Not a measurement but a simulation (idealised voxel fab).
Process module name: voxel double patterning
Each square cell in cross-section cut measures 5 nm, and the section as a whole is 235 nm wide.
Think of the cross-section as a grid of square cells. We describe it in bands, top to bottom, and each band covers one or more rows of those cells.
In this notation a band is specified by the heights of its top and bottom, in that order and in nm, after which its materials appear from left to right, each paired with its width in nm. The word "full width" attached to a single material means that material fills the band from edge to edge; the word "blank" stands for empty space.
Where do heights start? At 0: under that level the wafer as delivered is made of one material only. And the lowest band has no floor; it just carries on downward, as in "from 0 down".
Width spec "30 to 40" -> top row of cells at first value, bottom row at second value, equal per-row change in between.
No cell of the cross-section changed in a step that is given as "nothing changed".
Enclosed voids (no open way to top), threshold 8 cells or more, entry "Entrapped voids", notation width x height at distance, distance from left edge, nm.
If you see something after the settings on a step's line, that's the simulator's own remark about that step.
The setting "overlay nm" may be written on the line of a step. When the step uses a mask, the value reports how far to the right of the planned place the mask lay, and a negative value reports that it lay to the left.

Here's what the planned process steps look like:
1: RECEIVE (material Si)
2: CONFORMAL_DEP (material SiN; thk nm 10)
3: DIRECTIONAL_DEP (material SiO2; thk nm 20)
4: DIRECTIONAL_DEP (material SiCN; thk nm 5)
5: MASKED_ETCH (tone open; mask id FIRST; width nm 15; pitch nm 50; etch materials SiCN; depth nm 5; overlay nm 0)
6: DIRECTIONAL_DEP (material aC; thk nm 15)
7: PATTERN (tone open; mask id SECOND; material resist; width nm 15; pitch nm 50; thk nm 35; overlay nm 0)
8: DIRECTIONAL_ETCH (etch materials aC; depth nm 15)
9: STRIP (etch materials resist)
10: DIRECTIONAL_ETCH (etch materials SiCN; depth nm 5)
11: STRIP (etch materials aC)
12: DIRECTIONAL_ETCH (etch materials SiO2; depth nm 20)
13: STRIP (etch materials SiCN)

So this is the incoming wafer in cross-section - it's already been through step 1:
- from 0 down  Si full width
- Entrapped voids: none

End-of-module XS, first of two wafers, run as planned:
- from 30 to 10  60 of SiO2, then 15 of blank, then 10 of SiO2, then 15 of blank, then 10 of SiO2, then 15 of blank, then 10 of SiO2, then 15 of blank, then 10 of SiO2, then 15 of blank, then 60 of SiO2
- from 10 to 0  SiN full width
- from 0 down  Si full width
- Entrapped voids: none

The second wafer, shown in cross-section after the module: started the same way as the first and given the same plan, yet one mistake crept into how it was run:
- from 35 to 30  SiN full width
- from 30 to 10  SiO2 full width
- from 10 to 0  SiN full width
- from 0 down  Si full width
- Entrapped voids: none
Error vs. plan: note that step 4 departed from the planned setting and was carried out as DIRECTIONAL_DEP (material SiN; thk nm 5)
At the finish, the second wafer shows more or fewer cells for some materials than the first does: +47 SiN; +60 SiO2
